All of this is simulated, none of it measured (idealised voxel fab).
process module | voxel double patterning
cross-section cut | 265 nm wide | cells 5 nm
A cross-section is a grid of square cells, given in bands from the top down. A band is one or more rows of cells.
Each band's line starts with the height of the band's top and of its bottom, in nm. Then come its materials from left to right, each with its width in nm. One material with "throughout" fills the band from edge to edge. "air" is empty space.
Height 0 is the level under which the wafer as received is all one material. The lowest band goes on downwards, as in "0 down".
A width such as "30 to 40" changes by the same amount from each row of cells to the next, from the band's top row to its bottom row.
"no change" after a step means that no cell of the cross-section changed.
closed voids: empty space of 8 cells or more with no open way to the top, each as width x height at its distance from the left edge, in nm
after a step's settings: what the simulator itself notes on the step
overlay nm, on a step with a mask: how far to the right of its planned place the mask lay; to the left if negative
plan
1 op RECEIVE | material Si
2 op CONFORMAL_DEP | material SiO2 | thk nm 10
3 op DIRECTIONAL_DEP | material W | thk nm 15
4 op DIRECTIONAL_DEP | material SiCN | thk nm 10
5 op MASKED_ETCH | tone open | mask id FIRST | width nm 15 | pitch nm 50 | etch materials SiCN | depth nm 10 | overlay nm 0
6 op PATTERN | tone open | mask id SECOND | material resist | width nm 15 | thk nm 15 | overlay nm 0
7 op DIRECTIONAL_ETCH | etch materials SiCN | depth nm 10
8 op STRIP | etch materials resist
9 op DIRECTIONAL_ETCH | etch materials W | depth nm 15
10 op STRIP | etch materials SiCN
as received, after step 1
  0 down: Si throughout
  closed voids: none
a wafer at the end: this start, this plan, one mistake
  40 to 25: W 100 | air 15 | W 10 | air 15 | W 10 | air 15 | W 100
  25 to 10: W throughout
  10 to 0: SiO2 throughout
  0 down: Si throughout
  closed voids: none
what went wrong: step 3 was run twice
